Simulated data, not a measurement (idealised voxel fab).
The process module presented herein is designated voxel ribs on slabs.
Square cell edge 5 nm, section width 270 nm, ID cut.
A cross-section in this document is a grid of square cells, and it is written down as bands, the top band listed before the ones below it; a band is made up of one or more rows of cells. Within each band entry, the heights of the top and of the bottom of the band appear first, in that order and in nm; the materials of the band then follow from left to right, each with its corresponding width in nm. The designation "everywhere" on a single material indicates that it fills the band from edge to edge; the designation "blank" indicates empty space. Heights are measured from 0, the level below which the as-received wafer is all one material; the lowest band has no bottom and continues downward, written as in "z 0 and below". Width "30 to 40": first value at the band's top row of cells, second value at its bottom row, equal change from row to row. Key: "no alterations made" - step with no changed cell in the cross-section. Enclosed voids (no open way to top), threshold 8 cells or more, entry "Closed internal voids", notation width x height at distance, distance from left edge, nm. Read whatever lies past the settings on a step's line as the simulator's own remark about the step. overlay nm: how far to the right of its planned place the mask lay on this masked step (negative: to the left).
The process steps that were planned are listed below
step 1: RECEIVE,material Si
step 2: DIRECTIONAL_DEP,material SiO2,thk nm 25
step 3: DIRECTIONAL_DEP,material polySi,thk nm 15
step 4: DIRECTIONAL_DEP,material aC,thk nm 15
step 5: PATTERN,tone cover,mask id RIB,material resist,width nm 20,thk nm 30,overlay nm 0
step 6: DIRECTIONAL_ETCH,etch materials aC,depth nm 15
step 7: STRIP,etch materials resist
step 8: DIRECTIONAL_ETCH,etch materials polySi,depth nm 10
step 9: STRIP,etch materials aC
step 10: MASKED_ETCH,tone cover,mask id SLAB,width nm 50,etch materials polySi,depth nm 5,overlay nm 0
step 11: FILL_DEP,material SiO2,thk nm 25
step 12: CMP,height nm 55
step 13: DIRECTIONAL_DEP,material W,thk nm 5
step 14: DIRECTIONAL_DEP,material aC,thk nm 10
step 15: PATTERN,tone cover,mask id HEATER,material resist,width nm 30,thk nm 25,overlay nm 0
step 16: DIRECTIONAL_ETCH,etch materials aC,depth nm 10
step 17: STRIP,etch materials resist
step 18: DIRECTIONAL_ETCH,etch materials W,depth nm 5
step 19: STRIP,etch materials aC
step 20: CONFORMAL_DEP,material SiN,thk nm 10
So this is the incoming wafer in cross-section - it's already been through step 1
> z 0 and below  Si everywhere
> Closed internal voids: none
End-of-module cross-section. Starting structure and process plan as above; one mistake made in running it
> z 70 to 65  130 SiN, then 10 blank, then 130 SiN
> z 65 to 60  SiN everywhere
> z 60 to 55  120 W, then 30 SiN, then 120 W
> z 55 to 40  SiO2 everywhere
> z 40 to 30  125 SiO2, then 20 polySi, then 125 SiO2
> z 30 to 25  110 SiO2, then 50 polySi, then 110 SiO2
> z 25 to 0  SiO2 everywhere
> z 0 and below  Si everywhere
> Closed internal voids: none
Plan not followed: the process deviated at step 15: the operation and settings actually run there were PATTERN,tone open,mask id HEATER,material resist,width nm 30,thk nm 25,overlay nm 0
